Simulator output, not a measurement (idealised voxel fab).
This is a process module. Its name is voxel ribs on slabs.
Pictured: cross-section cut, 150 nm wide, on a grid of 5 nm square cells.
How to read a cross-section here: the picture is a grid of square cells, written as bands going from the top down, and any band can span one or more rows of cells.
Band: top height; bottom height; in nm. Then, left to right: material with width in nm, for each material. "full width": a single material spanning edge to edge. "blank": empty space.
Basically, 0 is our baseline, since under it the wafer straight out of the box is all one material. The bottom band has no lower end and keeps on going down, so it looks like "0 nm and below".
The notation "30->40" denotes a width that varies across the rows of cells in the band, beginning at the first number in the top row, finishing at the second number in the bottom row, and changing by an identical amount from each row to the next.
Where a step carries "same as before", the cross-section came out of it unchanged, cell for cell.
In the "Voids lacking openings" entry, you get each enclosed empty space of 8 cells or more, one with no open way to the top, written width x height at distance, distance from the left edge, in nm.
On each step's line, the part that comes after the settings is the simulator's own comment on the step.
You can add "overlay nm" to a step's line. For a step with a mask, it describes how far the mask lay to the right of its planned position, and a negative number describes a lay to the left.

## The process steps that were planned are listed below
| 1 | RECEIVE: material Si |
| 2 | DIRECTIONAL_DEP: material SiO2, thk nm 30 |
| 3 | DIRECTIONAL_DEP: material SiN, thk nm 15 |
| 4 | MASKED_ETCH: tone cover, mask id RIB, width nm 30, etch materials SiN, depth nm 5, overlay nm 0 |
| 5 | PATTERN: tone cover, mask id SLAB, material resist, width nm 60, thk nm 20, overlay nm 0 |
| 6 | DIRECTIONAL_ETCH: etch materials SiN, depth nm 10 |
| 7 | STRIP: etch materials resist |
| 8 | FILL_DEP: material SiO2, thk nm 20 |
| 9 | CMP: height nm 55 |
| 10 | DIRECTIONAL_DEP: material TiN, thk nm 10 |
| 11 | MASKED_ETCH: tone cover, mask id HEATER, width nm 40, etch materials TiN, depth nm 10, overlay nm 0 |
| 12 | CONFORMAL_DEP: material SiO2, thk nm 5 |

## Here's what the wafer looked like in cross-section when it arrived - that's after step 1
0 nm and below: Si full width
Voids lacking openings: none

## Below is the wafer in cross-section after the module was completed. It began from the starting point shown above and followed the plan shown above, except that one mistake was made while running it
70 nm to 65 nm: blank 50 nm, SiO2 50 nm, blank 50 nm
65 nm to 60 nm: blank 50 nm, SiO2 5 nm, TiN 40 nm, SiO2 5 nm, blank 50 nm
60 nm to 55 nm: SiO2 55 nm, TiN 40 nm, SiO2 55 nm
55 nm to 45 nm: SiO2 45 nm, SiN 60 nm, SiO2 45 nm
45 nm to 30 nm: SiN full width
30 nm to 0 nm: SiO2 full width
0 nm and below: Si full width
Voids lacking openings: none
Which mistake was made when the wafer was run? in the plan, step 3 was performed twice
